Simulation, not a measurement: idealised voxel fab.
Name of the process module below: voxel transistor to metal
Pictured: cross-section cut, 190 nm wide, on a grid of 5 nm square cells.
In what follows, cross-sections appear as grids of square cells, described through bands that run from the top down, where every band is one or more rows of cells.
Look at the band entry: it leads with the top's height and the bottom's height in nm. Then it lists the materials left to right, with a width in nm for each. The word "everywhere" on a single material says that material fills the band edge to edge. The word "blank" is empty space.
We count height from 0. Below that, the starting wafer is all one material. The lowest band never ends at the bottom but goes on down; see "0 and below" for how that is written.
Width "30->40": first value at the band's top row of cells, second value at its bottom row, equal change from row to row.
"no modifications" (step): cross-section cells unchanged, all of them.
The entry titled "Closed void catalog" provides the empty spaces that have no open way to the top, restricted to those of 8 cells or more. Each is presented as width x height at distance, the distance being measured from the left edge, with all three in nm.
If you see something after the settings on a step's line, that's the simulator's own remark about that step.
Each step line may optionally specify "overlay nm", which for a step with a mask gives the rightward distance between the mask's planned place and where it lay, a negative value indicating the leftward direction.
Each of the pairs that make up the rest of this document says: here is the cross-section before one process step, here is the cross-section after it, drawn only down to the lowest band that changed, and here, under the pair, is the step lying between them with its settings. Different pairs may come from different runs of this module on the same starting wafer, so a pair continues from the pair above it only where its entry headed "Incoming profile" says so.
[Incoming profile]
    35 down to 25 = 70 blank | 5 SiN | 35 SiCN | 5 SiN | 75 blank
    25 down to 5 = 70 blank | 5 SiN | 35 polySi | 5 SiN | 75 blank
    5 down to 0 = 15 blank | 5 SiN | 50 blank | 5 SiN | 35 polySi | 5 SiN | 50 blank | 5 SiN | 20 blank
    0 down to -5 = 15 SiO2 | 5 SiN | 50 blank | 5 SiN | 35 polySi | 5 SiN | 50 blank | 5 SiN | 20 SiO2
    -5 down to -10 = 15 SiO2 | 10 SiN | 45 blank | 45 SiO2 | 45 blank | 10 SiN | 20 SiO2
    -10 down to -15 = 30 SiO2 | 125 Si | 35 SiO2
    -15 down to -25 = 25 SiO2 | 135 Si | 30 SiO2
    -25 and below = Si everywhere
    Closed void catalog: none
[Post-Step Cross-Section]
    35 down to 25 = 70 blank | 5 SiN | 35 SiCN | 5 SiN | 75 blank
    25 down to 5 = 70 blank | 5 SiN | 35 polySi | 5 SiN | 75 blank
    5 down to 0 = 15 blank | 5 SiN | 50 blank | 5 SiN | 35 polySi | 5 SiN | 50 blank | 5 SiN | 20 blank
    0 down to -5 = 15 SiO2 | 5 SiN | 50 blank | 5 SiN | 35 polySi | 5 SiN | 50 blank | 5 SiN | 20 SiO2
    -5 down to -10 = 15 SiO2 | 10 SiN | 45 blank | 45 SiO2 | 45 blank | 10 SiN | 20 SiO2
    -10 down to -15 = 30 SiO2 | 40 blank | 45 Si | 40 blank | 35 SiO2
    Lower than -15, everything is as it was.
    Closed void catalog: none
Which step turns the before cross-section above into the after cross-section? DIRECTIONAL_ETCH,etch materials Si,depth nm 5
Incoming profile: carried over from the after image of the pair right above.
[Post-Step Cross-Section]
    35 down to 25 = 70 blank | 5 SiN | 35 SiCN | 5 SiN | 75 blank
    25 down to 5 = 70 blank | 5 SiN | 35 polySi | 5 SiN | 75 blank
    5 down to 0 = 15 blank | 5 SiN | 50 blank | 5 SiN | 35 polySi | 5 SiN | 50 blank | 5 SiN | 20 blank
    0 down to -5 = 15 SiO2 | 5 SiN | 50 blank | 5 SiN | 35 polySi | 5 SiN | 50 blank | 5 SiN | 20 SiO2
    -5 down to -10 = 15 SiO2 | 10 SiN | 40 blank | 5 nSi | 45 SiO2 | 5 nSi | 40 blank | 10 SiN | 20 SiO2
    -10 down to -15 = 30 SiO2 | 40 nSi | 45 Si | 40 nSi | 35 SiO2
    Lower than -15, everything is as it was.
    Closed void catalog: none
Which step turns the before cross-section above into the after cross-section? EPI,material nSi,thk nm 5
Incoming profile: carried over from the after image of the pair right above.
[Post-Step Cross-Section]
    45 down to 35 = SiO2 everywhere
    35 down to 25 = 70 SiO2 | 5 SiN | 35 SiCN | 5 SiN | 75 SiO2
    25 down to 5 = 70 SiO2 | 5 SiN | 35 polySi | 5 SiN | 75 SiO2
    5 down to -5 = 15 SiO2 | 5 SiN | 50 SiO2 | 5 SiN | 35 polySi | 5 SiN | 50 SiO2 | 5 SiN | 20 SiO2
    -5 down to -10 = 15 SiO2 | 10 SiN | 40 SiO2 | 5 nSi | 45 SiO2 | 5 nSi | 40 SiO2 | 10 SiN | 20 SiO2
    Lower than -10, everything is as it was.
    Closed void catalog: none
Which step turns the before cross-section above into the after cross-section? FILL_DEP,material SiO2,thk nm 10
Incoming profile: carried over from the after image of the pair right above.
[Post-Step Cross-Section]
    25 down to 5 = 70 SiO2 | 5 SiN | 35 polySi | 5 SiN | 75 SiO2
    Lower than 5, everything is as it was.
    Closed void catalog: none
Which step turns the before cross-section above into the after cross-section? CMP,height nm 25
Incoming profile: carried over from the after image of the pair right above.
[Post-Step Cross-Section]
    25 down to 5 = 70 SiO2 | 5 SiN | 35 blank | 5 SiN | 75 SiO2
    5 down to -5 = 15 SiO2 | 5 SiN | 50 SiO2 | 5 SiN | 35 blank | 5 SiN | 50 SiO2 | 5 SiN | 20 SiO2
    Lower than -5, everything is as it was.
    Closed void catalog: none
Which step turns the before cross-section above into the after cross-section? STRIP,etch materials polySi
Incoming profile: carried over from the after image of the pair right above.
[Post-Step Cross-Section]
    25 down to 20 = 70 blank | 5 SiN | 35 blank | 5 SiN | 75 blank
    20 down to 5 = 70 SiO2 | 5 SiN | 35 blank | 5 SiN | 75 SiO2
    5 down to -5 = 15 SiO2 | 5 SiN | 50 SiO2 | 5 SiN | 35 blank | 5 SiN | 50 SiO2 | 5 SiN | 20 SiO2
    -5 down to -10 = 15 SiO2 | 10 SiN | 40 SiO2 | 5 nSi | 45 blank | 5 nSi | 40 SiO2 | 10 SiN | 20 SiO2
    Lower than -10, everything is as it was.
    Closed void catalog: none
Which step turns the before cross-section above into the after cross-section? SELECTIVE_ETCH,etch materials SiO2,depth nm 5
Incoming profile: carried over from the after image of the pair right above.
[Post-Step Cross-Section]
    30 down to 25 = 65 blank | 15 HfO2 | 25 blank | 15 HfO2 | 70 blank
    25 down to 20 = 70 HfO2 | 5 SiN | 5 HfO2 | 25 blank | 5 HfO2 | 5 SiN | 75 HfO2
    20 down to 5 = 70 SiO2 | 5 SiN | 5 HfO2 | 25 blank | 5 HfO2 | 5 SiN | 75 SiO2
    5 down to -5 = 15 SiO2 | 5 SiN | 50 SiO2 | 5 SiN | 5 HfO2 | 25 blank | 5 HfO2 | 5 SiN | 50 SiO2 | 5 SiN | 20 SiO2
    -5 down to -10 = 15 SiO2 | 10 SiN | 40 SiO2 | 5 nSi | 45 HfO2 | 5 nSi | 40 SiO2 | 10 SiN | 20 SiO2
    Lower than -10, everything is as it was.
    Closed void catalog: none
Which step turns the before cross-section above into the after cross-section? CONFORMAL_DEP,material HfO2,thk nm 5
Incoming profile: carried over from the after image of the pair right above.
[Post-Step Cross-Section]
    35 down to 30 = 60 blank | 25 TiN | 15 blank | 25 TiN | 65 blank
    30 down to 25 = 65 TiN | 15 HfO2 | 5 TiN | 15 blank | 5 TiN | 15 HfO2 | 70 TiN
    25 down to 20 = 70 HfO2 | 5 SiN | 5 HfO2 | 5 TiN | 15 blank | 5 TiN | 5 HfO2 | 5 SiN | 75 HfO2
    20 down to 5 = 70 SiO2 | 5 SiN | 5 HfO2 | 5 TiN | 15 blank | 5 TiN | 5 HfO2 | 5 SiN | 75 SiO2
    5 down to 0 = 15 SiO2 | 5 SiN | 50 SiO2 | 5 SiN | 5 HfO2 | 5 TiN | 15 blank | 5 TiN | 5 HfO2 | 5 SiN | 50 SiO2 | 5 SiN | 20 SiO2
    0 down to -5 = 15 SiO2 | 5 SiN | 50 SiO2 | 5 SiN | 5 HfO2 | 25 TiN | 5 HfO2 | 5 SiN | 50 SiO2 | 5 SiN | 20 SiO2
    Lower than -5, everything is as it was.
    Closed void catalog: none
Which step turns the before cross-section above into the after cross-section? CONFORMAL_DEP,material TiN,thk nm 5
Incoming profile: carried over from the after image of the pair right above.
[Post-Step Cross-Section]
    45 down to 35 = W everywhere
    35 down to 30 = 60 W | 25 TiN | 15 W | 25 TiN | 65 W
    30 down to 25 = 65 TiN | 15 HfO2 | 5 TiN | 15 W | 5 TiN | 15 HfO2 | 70 TiN
    25 down to 20 = 70 HfO2 | 5 SiN | 5 HfO2 | 5 TiN | 15 W | 5 TiN | 5 HfO2 | 5 SiN | 75 HfO2
    20 down to 5 = 70 SiO2 | 5 SiN | 5 HfO2 | 5 TiN | 15 W | 5 TiN | 5 HfO2 | 5 SiN | 75 SiO2
    5 down to 0 = 15 SiO2 | 5 SiN | 50 SiO2 | 5 SiN | 5 HfO2 | 5 TiN | 15 W | 5 TiN | 5 HfO2 | 5 SiN | 50 SiO2 | 5 SiN | 20 SiO2
    Lower than 0, everything is as it was.
    Closed void catalog: none
Which step turns the before cross-section above into the after cross-section? FILL_DEP,material W,thk nm 10
Incoming profile: carried over from the after image of the pair right above.
[Post-Step Cross-Section]
    20 down to 5 = 70 SiO2 | 5 SiN | 5 HfO2 | 5 TiN | 15 W | 5 TiN | 5 HfO2 | 5 SiN | 75 SiO2
    Lower than 5, everything is as it was.
    Closed void catalog: none
Which step turns the before cross-section above into the after cross-section? CMP,height nm 20
Incoming profile: carried over from the after image of the pair right above.
[Post-Step Cross-Section]
    35 down to 20 = SiO2 everywhere
    Lower than 20, everything is as it was.
    Closed void catalog: none
Which step turns the before cross-section above into the after cross-section? DIRECTIONAL_DEP,material SiO2,thk nm 15
Incoming profile: carried over from the after image of the pair right above.
[Post-Step Cross-Section]
    35 down to 20 = 35 SiO2 | 20 blank | 75 SiO2 | 20 blank | 40 SiO2
    20 down to 5 = 35 SiO2 | 20 blank | 15 SiO2 | 5 SiN | 5 HfO2 | 5 TiN | 15 W | 5 TiN | 5 HfO2 | 5 SiN | 15 SiO2 | 20 blank | 40 SiO2
    5 down to 0 = 15 SiO2 | 5 SiN | 15 SiO2 | 20 blank | 15 SiO2 | 5 SiN | 5 HfO2 | 5 TiN | 15 W | 5 TiN | 5 HfO2 | 5 SiN | 15 SiO2 | 20 blank | 15 SiO2 | 5 SiN | 20 SiO2
    0 down to -5 = 15 SiO2 | 5 SiN | 15 SiO2 | 20 blank | 15 SiO2 | 5 SiN | 5 HfO2 | 25 TiN | 5 HfO2 | 5 SiN | 15 SiO2 | 20 blank | 15 SiO2 | 5 SiN | 20 SiO2
    -5 down to -10 = 15 SiO2 | 10 SiN | 10 SiO2 | 20 blank | 10 SiO2 | 5 nSi | 45 HfO2 | 5 nSi | 10 SiO2 | 20 blank | 10 SiO2 | 10 SiN | 20 SiO2
    Lower than -10, everything is as it was.
    Closed void catalog: none
Which step turns the before cross-section above into the after cross-section? MASKED_ETCH,tone open,mask id CONTACT,width nm 20,pitch nm 95,etch materials SiO2,depth nm 45,overlay nm 0
Incoming profile: carried over from the after image of the pair right above.
[Post-Step Cross-Section]
    40 down to 35 = 40 TiN | 10 blank | 85 TiN | 10 blank | 45 TiN
    35 down to 20 = 35 SiO2 | 5 TiN | 10 blank | 5 TiN | 75 SiO2 | 5 TiN | 10 blank | 5 TiN | 40 SiO2
    20 down to 5 = 35 SiO2 | 5 TiN | 10 blank | 5 TiN | 15 SiO2 | 5 SiN | 5 HfO2 | 5 TiN | 15 W | 5 TiN | 5 HfO2 | 5 SiN | 15 SiO2 | 5 TiN | 10 blank | 5 TiN | 40 SiO2
    5 down to 0 = 15 SiO2 | 5 SiN | 15 SiO2 | 5 TiN | 10 blank | 5 TiN | 15 SiO2 | 5 SiN | 5 HfO2 | 5 TiN | 15 W | 5 TiN | 5 HfO2 | 5 SiN | 15 SiO2 | 5 TiN | 10 blank | 5 TiN | 15 SiO2 | 5 SiN | 20 SiO2
    0 down to -5 = 15 SiO2 | 5 SiN | 15 SiO2 | 5 TiN | 10 blank | 5 TiN | 15 SiO2 | 5 SiN | 5 HfO2 | 25 TiN | 5 HfO2 | 5 SiN | 15 SiO2 | 5 TiN | 10 blank | 5 TiN | 15 SiO2 | 5 SiN | 20 SiO2
    -5 down to -10 = 15 SiO2 | 10 SiN | 10 SiO2 | 20 TiN | 10 SiO2 | 5 nSi | 45 HfO2 | 5 nSi | 10 SiO2 | 20 TiN | 10 SiO2 | 10 SiN | 20 SiO2
    Lower than -10, everything is as it was.
    Closed void catalog: none
Which step turns the before cross-section above into the after cross-section? CONFORMAL_DEP,material TiN,thk nm 5
Incoming profile: carried over from the after image of the pair right above.
[Post-Step Cross-Section]
    45 down to 40 = W everywhere
    40 down to 35 = 40 TiN | 10 W | 85 TiN | 10 W | 45 TiN
    35 down to 20 = 35 SiO2 | 5 TiN | 10 W | 5 TiN | 75 SiO2 | 5 TiN | 10 W | 5 TiN | 40 SiO2
    20 down to 5 = 35 SiO2 | 5 TiN | 10 W | 5 TiN | 15 SiO2 | 5 SiN | 5 HfO2 | 5 TiN | 15 W | 5 TiN | 5 HfO2 | 5 SiN | 15 SiO2 | 5 TiN | 10 W | 5 TiN | 40 SiO2
    5 down to 0 = 15 SiO2 | 5 SiN | 15 SiO2 | 5 TiN | 10 W | 5 TiN | 15 SiO2 | 5 SiN | 5 HfO2 | 5 TiN | 15 W | 5 TiN | 5 HfO2 | 5 SiN | 15 SiO2 | 5 TiN | 10 W | 5 TiN | 15 SiO2 | 5 SiN | 20 SiO2
    0 down to -5 = 15 SiO2 | 5 SiN | 15 SiO2 | 5 TiN | 10 W | 5 TiN | 15 SiO2 | 5 SiN | 5 HfO2 | 25 TiN | 5 HfO2 | 5 SiN | 15 SiO2 | 5 TiN | 10 W | 5 TiN | 15 SiO2 | 5 SiN | 20 SiO2
    Lower than -5, everything is as it was.
    Closed void catalog: none
Which step turns the before cross-section above into the after cross-section? FILL_DEP,material W,thk nm 5
Incoming profile: carried over from the after image of the pair right above.
[Post-Step Cross-Section]
    35 down to 20 = 35 SiO2 | 5 TiN | 10 W | 5 TiN | 75 SiO2 | 5 TiN | 10 W | 5 TiN | 40 SiO2
    Lower than 20, everything is as it was.
    Closed void catalog: none
Which step turns the before cross-section above into the after cross-section? CMP,height nm 35
Incoming profile: carried over from the after image of the pair right above.
[Post-Step Cross-Section]
    40 down to 35 = TiN everywhere
    Lower than 35, everything is as it was.
    Closed void catalog: none
Which step turns the before cross-section above into the after cross-section? DIRECTIONAL_DEP,material TiN,thk nm 5
Incoming profile: carried over from the after image of the pair right above.
[Post-Step Cross-Section]
    60 down to 40 = W everywhere
    Lower than 40, everything is as it was.
    Closed void catalog: none
Which step turns the before cross-section above into the after cross-section? DIRECTIONAL_DEP,material W,thk nm 20
Incoming profile: carried over from the after image of the pair right above.
[Post-Step Cross-Section]
    60 down to 40 = 35 blank | 20 W | 75 blank | 20 W | 40 blank
    Lower than 40, everything is as it was.
    Closed void catalog: none
Which step turns the before cross-section above into the after cross-section? MASKED_ETCH,tone cover,mask id METAL_1,width nm 20,pitch nm 95,etch materials W,depth nm 20,overlay nm 0
Incoming profile: carried over from the after image of the pair right above.
[Post-Step Cross-Section]
    60 down to 40 = 35 blank | 20 W | 75 blank | 20 W | 40 blank
    40 down to 35 = 35 blank | 20 TiN | 75 blank | 20 TiN | 40 blank
    Lower than 35, everything is as it was.
    Closed void catalog: none
Which step turns the before cross-section above into the after cross-section? MASKED_ETCH,tone cover,mask id METAL_1,width nm 20,pitch nm 95,etch materials TiN,depth nm 5,overlay nm 0
Incoming profile: carried over from the after image of the pair right above.
[Post-Step Cross-Section]
    70 down to 60 = lowk everywhere
    60 down to 40 = 35 lowk | 20 W | 75 lowk | 20 W | 40 lowk
    40 down to 35 = 35 lowk | 20 TiN | 75 lowk | 20 TiN | 40 lowk
    Lower than 35, everything is as it was.
    Closed void catalog: none
Which step turns the before cross-section above into the after cross-section? FILL_DEP,material lowk,thk nm 10
Incoming profile: carried over from the after image of the pair right above.
[Post-Step Cross-Section]
    60 down to 40 = 35 lowk | 20 W | 75 lowk | 20 W | 40 lowk
    Lower than 40, everything is as it was.
    Closed void catalog: none
Which step turns the before cross-section above into the after cross-section? CMP,height nm 60
Incoming profile: carried over from the after image of the pair right above.
[Post-Step Cross-Section]
    65 down to 60 = SiCN everywhere
    Lower than 60, everything is as it was.
    Closed void catalog: none
Which step turns the before cross-section above into the after cross-section? CONFORMAL_DEP,material SiCN,thk nm 5
[Incoming profile]
    45 down to 35 = W everywhere
    35 down to 30 = 60 W | 25 TiN | 15 W | 25 TiN | 65 W
    30 down to 25 = 65 TiN | 15 HfO2 | 5 TiN | 15 W | 5 TiN | 15 HfO2 | 70 TiN
    25 down to 20 = 70 HfO2 | 5 SiN | 5 HfO2 | 5 TiN | 15 W | 5 TiN | 5 HfO2 | 5 SiN | 75 HfO2
    20 down to 5 = 70 SiO2 | 5 SiN | 5 HfO2 | 5 TiN | 15 W | 5 TiN | 5 HfO2 | 5 SiN | 75 SiO2
    5 down to 0 = 20 SiO2 | 5 SiN | 45 SiO2 | 5 SiN | 5 HfO2 | 5 TiN | 15 W | 5 TiN | 5 HfO2 | 5 SiN | 45 SiO2 | 5 SiN | 25 SiO2
    0 down to -5 = 20 SiO2 | 5 SiN | 45 SiO2 | 5 SiN | 5 HfO2 | 25 TiN | 5 HfO2 | 5 SiN | 45 SiO2 | 5 SiN | 25 SiO2
    -5 down to -10 = 65 SiO2 | 5 nSi | 45 HfO2 | 5 nSi | 70 SiO2
    -10 down to -15 = 25 SiO2 | 45 nSi | 45 Si | 45 nSi | 30 SiO2
    -15 down to -25 = 25 SiO2 | 135 Si | 30 SiO2
    -25 and below = Si everywhere
    Closed void catalog: none
[Post-Step Cross-Section]
    10 down to 5 = 70 SiO2 | 5 SiN | 5 HfO2 | 5 TiN | 15 W | 5 TiN | 5 HfO2 | 5 SiN | 75 SiO2
    Lower than 5, everything is as it was.
    Closed void catalog: none
Which step turns the before cross-section above into the after cross-section? CMP,height nm 10
Incoming profile: carried over from the after image of the pair right above.
[Post-Step Cross-Section]
    25 down to 10 = SiO2 everywhere
    Lower than 10, everything is as it was.
    Closed void catalog: none
Which step turns the before cross-section above into the after cross-section? DIRECTIONAL_DEP,material SiO2,thk nm 15
Incoming profile: carried over from the after image of the pair right above.
[Post-Step Cross-Section]
    25 down to 10 = 35 SiO2 | 20 blank | 75 SiO2 | 20 blank | 40 SiO2
    10 down to 5 = 35 SiO2 | 20 blank | 15 SiO2 | 5 SiN | 5 HfO2 | 5 TiN | 15 W | 5 TiN | 5 HfO2 | 5 SiN | 15 SiO2 | 20 blank | 40 SiO2
    5 down to 0 = 20 SiO2 | 5 SiN | 10 SiO2 | 20 blank | 15 SiO2 | 5 SiN | 5 HfO2 | 5 TiN | 15 W | 5 TiN | 5 HfO2 | 5 SiN | 15 SiO2 | 20 blank | 10 SiO2 | 5 SiN | 25 SiO2
    0 down to -5 = 20 SiO2 | 5 SiN | 10 SiO2 | 20 blank | 15 SiO2 | 5 SiN | 5 HfO2 | 25 TiN | 5 HfO2 | 5 SiN | 15 SiO2 | 20 blank | 10 SiO2 | 5 SiN | 25 SiO2
    -5 down to -10 = 35 SiO2 | 20 blank | 10 SiO2 | 5 nSi | 45 HfO2 | 5 nSi | 10 SiO2 | 20 blank | 40 SiO2
    Lower than -10, everything is as it was.
    Closed void catalog: none
Which step turns the before cross-section above into the after cross-section? MASKED_ETCH,tone open,mask id CONTACT,width nm 20,pitch nm 95,etch materials SiO2,depth nm 45,overlay nm 0
Incoming profile: carried over from the after image of the pair right above.
[Post-Step Cross-Section]
    30 down to 25 = 40 TiN | 10 blank | 85 TiN | 10 blank | 45 TiN
    25 down to 10 = 35 SiO2 | 5 TiN | 10 blank | 5 TiN | 75 SiO2 | 5 TiN | 10 blank | 5 TiN | 40 SiO2
    10 down to 5 = 35 SiO2 | 5 TiN | 10 blank | 5 TiN | 15 SiO2 | 5 SiN | 5 HfO2 | 5 TiN | 15 W | 5 TiN | 5 HfO2 | 5 SiN | 15 SiO2 | 5 TiN | 10 blank | 5 TiN | 40 SiO2
    5 down to 0 = 20 SiO2 | 5 SiN | 10 SiO2 | 5 TiN | 10 blank | 5 TiN | 15 SiO2 | 5 SiN | 5 HfO2 | 5 TiN | 15 W | 5 TiN | 5 HfO2 | 5 SiN | 15 SiO2 | 5 TiN | 10 blank | 5 TiN | 10 SiO2 | 5 SiN | 25 SiO2
    0 down to -5 = 20 SiO2 | 5 SiN | 10 SiO2 | 5 TiN | 10 blank | 5 TiN | 15 SiO2 | 5 SiN | 5 HfO2 | 25 TiN | 5 HfO2 | 5 SiN | 15 SiO2 | 5 TiN | 10 blank | 5 TiN | 10 SiO2 | 5 SiN | 25 SiO2
    -5 down to -10 = 35 SiO2 | 20 TiN | 10 SiO2 | 5 nSi | 45 HfO2 | 5 nSi | 10 SiO2 | 20 TiN | 40 SiO2
    Lower than -10, everything is as it was.
    Closed void catalog: none
Which step turns the before cross-section above into the after cross-section? CONFORMAL_DEP,material TiN,thk nm 5
Incoming profile: carried over from the after image of the pair right above.
[Post-Step Cross-Section]
    35 down to 30 = W everywhere
    30 down to 25 = 40 TiN | 10 W | 85 TiN | 10 W | 45 TiN
    25 down to 10 = 35 SiO2 | 5 TiN | 10 W | 5 TiN | 75 SiO2 | 5 TiN | 10 W | 5 TiN | 40 SiO2
    10 down to 5 = 35 SiO2 | 5 TiN | 10 W | 5 TiN | 15 SiO2 | 5 SiN | 5 HfO2 | 5 TiN | 15 W | 5 TiN | 5 HfO2 | 5 SiN | 15 SiO2 | 5 TiN | 10 W | 5 TiN | 40 SiO2
    5 down to 0 = 20 SiO2 | 5 SiN | 10 SiO2 | 5 TiN | 10 W | 5 TiN | 15 SiO2 | 5 SiN | 5 HfO2 | 5 TiN | 15 W | 5 TiN | 5 HfO2 | 5 SiN | 15 SiO2 | 5 TiN | 10 W | 5 TiN | 10 SiO2 | 5 SiN | 25 SiO2
    0 down to -5 = 20 SiO2 | 5 SiN | 10 SiO2 | 5 TiN | 10 W | 5 TiN | 15 SiO2 | 5 SiN | 5 HfO2 | 25 TiN | 5 HfO2 | 5 SiN | 15 SiO2 | 5 TiN | 10 W | 5 TiN | 10 SiO2 | 5 SiN | 25 SiO2
    Lower than -5, everything is as it was.
    Closed void catalog: none
Which step turns the before cross-section above into the after cross-section? FILL_DEP,material W,thk nm 5
Incoming profile: carried over from the after image of the pair right above.
[Post-Step Cross-Section]
    40 down to 35 = TiN everywhere
    Lower than 35, everything is as it was.
    Closed void catalog: none
Which step turns the before cross-section above into the after cross-section? DIRECTIONAL_DEP,material TiN,thk nm 5
Incoming profile: carried over from the after image of the pair right above.
[Post-Step Cross-Section]
    60 down to 40 = W everywhere
    Lower than 40, everything is as it was.
    Closed void catalog: none
Which step turns the before cross-section above into the after cross-section? DIRECTIONAL_DEP,material W,thk nm 20
Incoming profile: carried over from the after image of the pair right above.
[Post-Step Cross-Section]
    60 down to 40 = 35 blank | 20 W | 75 blank | 20 W | 40 blank
    Lower than 40, everything is as it was.
    Closed void catalog: none
Which step turns the before cross-section above into the after cross-section? MASKED_ETCH,tone cover,mask id METAL_1,width nm 20,pitch nm 95,etch materials W,depth nm 20,overlay nm 0
Incoming profile: carried over from the after image of the pair right above.
[Post-Step Cross-Section]
    60 down to 40 = 35 blank | 20 W | 75 blank | 20 W | 40 blank
    40 down to 35 = 35 blank | 20 TiN | 75 blank | 20 TiN | 40 blank
    Lower than 35, everything is as it was.
    Closed void catalog: none
Which step turns the before cross-section above into the after cross-section? MASKED_ETCH,tone cover,mask id METAL_1,width nm 20,pitch nm 95,etch materials TiN,depth nm 5,overlay nm 0
Incoming profile: carried over from the after image of the pair right above.
[Post-Step Cross-Section]
    70 down to 60 = lowk everywhere
    60 down to 40 = 35 lowk | 20 W | 75 lowk | 20 W | 40 lowk
    40 down to 35 = 35 lowk | 20 TiN | 75 lowk | 20 TiN | 40 lowk
    Lower than 35, everything is as it was.
    Closed void catalog: none
Which step turns the before cross-section above into the after cross-section? FILL_DEP,material lowk,thk nm 10
Incoming profile: carried over from the after image of the pair right above.
[Post-Step Cross-Section]
    60 down to 40 = 35 lowk | 20 W | 75 lowk | 20 W | 40 lowk
    Lower than 40, everything is as it was.
    Closed void catalog: none
Which step turns the before cross-section above into the after cross-section? CMP,height nm 60
Incoming profile: carried over from the after image of the pair right above.
[Post-Step Cross-Section]
    65 down to 60 = SiCN everywhere
    Lower than 60, everything is as it was.
    Closed void catalog: none
Which step turns the before cross-section above into the after cross-section? CONFORMAL_DEP,material SiCN,thk nm 5
[Incoming profile]
    15 down to 0 = SiN everywhere
    0 down to -5 = SiO2 everywhere
    -5 and below = Si everywhere
    Closed void catalog: none
[Post-Step Cross-Section]
    15 down to 0 = 30 blank | 130 SiN | 30 blank
    Lower than 0, everything is as it was.
    Closed void catalog: none
Which step turns the before cross-section above into the after cross-section? MASKED_ETCH,tone cover,mask id ACTIVE,width nm 130,etch materials SiN,depth nm 15,overlay nm 0
Incoming profile: carried over from the after image of the pair right above.
[Post-Step Cross-Section]
    15 down to 0 = 30 blank | 130 SiN | 30 blank
    0 down to -5 = 25 blank | 135 SiO2 | 30 blank
    Lower than -5, everything is as it was.
    Closed void catalog: none
Which step turns the before cross-section above into the after cross-section? MASKED_ETCH,tone cover,mask id ACTIVE,width nm 135,etch materials SiO2,depth nm 5,overlay nm 0
Incoming profile: carried over from the after image of the pair right above.
[Post-Step Cross-Section]
    15 down to 0 = 30 blank | 130 SiN | 30 blank
    0 down to -5 = 25 blank | 135 SiO2 | 30 blank
    -5 down to -25 = 25 blank | 135 Si | 30 blank
    Lower than -25, everything is as it was.
    Closed void catalog: none
Which step turns the before cross-section above into the after cross-section? MASKED_ETCH,tone cover,mask id ACTIVE,width nm 135,etch materials Si,depth nm 20,overlay nm 0
Incoming profile: carried over from the after image of the pair right above.
[Post-Step Cross-Section]
    25 down to 15 = SiO2 everywhere
    15 down to 0 = 30 SiO2 | 130 SiN | 30 SiO2
    0 down to -5 = SiO2 everywhere
    -5 down to -25 = 25 SiO2 | 135 Si | 30 SiO2
    Lower than -25, everything is as it was.
    Closed void catalog: none
Which step turns the before cross-section above into the after cross-section? FILL_DEP,material SiO2,thk nm 10
Incoming profile: carried over from the after image of the pair right above.
[Post-Step Cross-Section]
    15 down to 0 = 30 SiO2 | 130 SiN | 30 SiO2
    Lower than 0, everything is as it was.
    Closed void catalog: none
Which step turns the before cross-section above into the after cross-section? CMP,height nm 15
Incoming profile: carried over from the after image of the pair right above.
[Post-Step Cross-Section]
    15 down to 10 = 30 blank | 130 SiN | 30 blank
    Lower than 10, everything is as it was.
    Closed void catalog: none
Which step turns the before cross-section above into the after cross-section? SELECTIVE_ETCH,etch materials SiO2,depth nm 5
Incoming profile: carried over from the after image of the pair right above.
[Post-Step Cross-Section]
    10 down to 0 = 30 SiO2 | 130 blank | 30 SiO2
    Lower than 0, everything is as it was.
    Closed void catalog: none
Which step turns the before cross-section above into the after cross-section? STRIP,etch materials SiN
Incoming profile: carried over from the after image of the pair right above.
[Post-Step Cross-Section]
    5 down to -5 = 25 SiO2 | 140 blank | 25 SiO2
    Lower than -5, everything is as it was.
    Closed void catalog: none
Which step turns the before cross-section above into the after cross-section? SELECTIVE_ETCH,etch materials SiO2,depth nm 5
Incoming profile: carried over from the after image of the pair right above.
[Post-Step Cross-Section]
    5 down to -5 = 25 SiO2 | 140 blank | 25 SiO2
    -5 down to -10 = SiO2 everywhere
    Lower than -10, everything is as it was.
    Closed void catalog: none
Which step turns the before cross-section above into the after cross-section? OXIDIZE,depth nm 5
Incoming profile: carried over from the after image of the pair right above.
[Post-Step Cross-Section]
    35 down to 25 = 25 polySi | 140 blank | 25 polySi
    25 down to 5 = polySi everywhere
    5 down to -5 = 25 SiO2 | 140 polySi | 25 SiO2
    Lower than -5, everything is as it was.
    Closed void catalog: none
Which step turns the before cross-section above into the after cross-section? DIRECTIONAL_DEP,material polySi,thk nm 30
Incoming profile: carried over from the after image of the pair right above.
[Post-Step Cross-Section]
    45 down to 35 = 25 SiCN | 140 blank | 25 SiCN
    35 down to 25 = 25 polySi | 140 SiCN | 25 polySi
    Lower than 25, everything is as it was.
    Closed void catalog: none
Which step turns the before cross-section above into the after cross-section? DIRECTIONAL_DEP,material SiCN,thk nm 10
Incoming profile: carried over from the after image of the pair right above.
[Post-Step Cross-Section]
    60 down to 50 = 25 aC | 140 blank | 25 aC
    50 down to 45 = aC everywhere
    45 down to 35 = 25 SiCN | 140 aC | 25 SiCN
    Lower than 35, everything is as it was.
    Closed void catalog: none
Which step turns the before cross-section above into the after cross-section? DIRECTIONAL_DEP,material aC,thk nm 15
Incoming profile: carried over from the after image of the pair right above.
[Post-Step Cross-Section]
    90 down to 60 = 75 blank | 35 resist | 80 blank
    60 down to 50 = 25 aC | 50 blank | 35 resist | 55 blank | 25 aC
    Lower than 50, everything is as it was.
    Closed void catalog: none
Which step turns the before cross-section above into the after cross-section? PATTERN,tone cover,mask id GATE,material resist,width nm 35,thk nm 30,overlay nm 0
Incoming profile: carried over from the after image of the pair right above.
[Post-Step Cross-Section]
    75 down to 50 = 75 blank | 35 resist | 80 blank
    50 down to 45 = 75 blank | 35 aC | 80 blank
    45 down to 35 = 25 SiCN | 50 blank | 35 aC | 55 blank | 25 SiCN
    Lower than 35, everything is as it was.
    Closed void catalog: none
Which step turns the before cross-section above into the after cross-section? DIRECTIONAL_ETCH,etch materials aC,depth nm 15
Incoming profile: carried over from the after image of the pair right above.
[Post-Step Cross-Section]
    50 down to 45 = 75 blank | 35 aC | 80 blank
    Lower than 45, everything is as it was.
    Closed void catalog: none
Which step turns the before cross-section above into the after cross-section? STRIP,etch materials resist
Incoming profile: carried over from the after image of the pair right above.
[Post-Step Cross-Section]
    50 down to 35 = 75 blank | 35 aC | 80 blank
    35 down to 25 = 25 polySi | 50 blank | 35 SiCN | 55 blank | 25 polySi
    Lower than 25, everything is as it was.
    Closed void catalog: none
Which step turns the before cross-section above into the after cross-section? DIRECTIONAL_ETCH,etch materials SiCN,depth nm 20
